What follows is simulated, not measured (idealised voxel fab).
Process module under the name voxel released beams
It is cross-section cut that appears here, measuring 205 nm in width, its square cells being 5 nm in size.
Format of a cross-section: grid, square cells. Given as bands. Order: top down. Band: one or more rows of cells.
Heads up on the band format: heights come first, top then bottom, in nm. After that it's the materials left to right, each with its width in nm. A single material flagged "edge to edge" fills the whole band edge to edge, and "empty" means there's empty space there.
Heights from 0 (as-received wafer is one material below). Bottom band endless downward, as "top 0, no bottom".
You'd read "30 to 40" like this: the band's top row of cells is as wide as the first number, its bottom row is as wide as the second, and going down, every row changes width by the same amount as the row before did.
"no alteration" after a step means that no cell of the cross-section changed.
"Enclosed cavity list": sealed empty spaces, 8 cells or more, no open way to top, listed width x height at distance, with distance from the left edge and width, height and distance in nm.
On each step's line, the part that comes after the settings is the simulator's own comment on the step.
Steps that use a mask can have "overlay nm" on their line. It says how far the mask sat to the right of where it was meant to be. Negative means to the left.
This section lists the process steps that were planned
1) RECEIVE, material Si
2) CONFORMAL_DEP, material SiN, thk nm 10
3) DIRECTIONAL_DEP, material SiO2, thk nm 15
4) DIRECTIONAL_DEP, material aC, thk nm 10
5) PATTERN, tone open, mask id ANCHOR, material resist, width nm 35, thk nm 25, overlay nm 0
6) DIRECTIONAL_ETCH, etch materials aC, depth nm 10
7) STRIP, etch materials resist
8) DIRECTIONAL_ETCH, etch materials SiO2, depth nm 15
9) STRIP, etch materials aC
10) CONFORMAL_DEP, material TiN, thk nm 15
11) MASKED_ETCH, tone cover, mask id BEAM, width nm 80, etch materials TiN, depth nm 15, overlay nm 0
12) STRIP, etch materials SiO2
Here's what the wafer looked like in cross-section when it arrived - that's after step 1
top 0, no bottom  Si edge to edge
Enclosed cavity list: none
Cross-sectional view of the first of the two wafers upon completion of the module, processed in accordance with the plan
top 40, bottom 25  60 empty, 20 TiN, 5 empty, 55 TiN, 65 empty
top 25, bottom 10  65 empty, 35 TiN, 105 empty
top 10, bottom 0  SiN edge to edge
top 0, no bottom  Si edge to edge
Enclosed cavity list: none
Second wafer of the two, sectioned at the end of the module. It began like the first and followed the same plan, but one mistake was made while running it
top 40, bottom 25  80 SiN, 5 empty, 120 SiN
top 25, bottom 10  65 SiO2, 35 SiN, 105 SiO2
top 10, bottom 0  SiN edge to edge
top 0, no bottom  Si edge to edge
Enclosed cavity list: none
Where did the run depart from the plan? contrary to plan, step 10 was performed as CONFORMAL_DEP, material SiN, thk nm 15
Wafer comparison, final, in cells, second relative to first, materials more or fewer: +141 SiN; +102 SiO2; -66 TiN
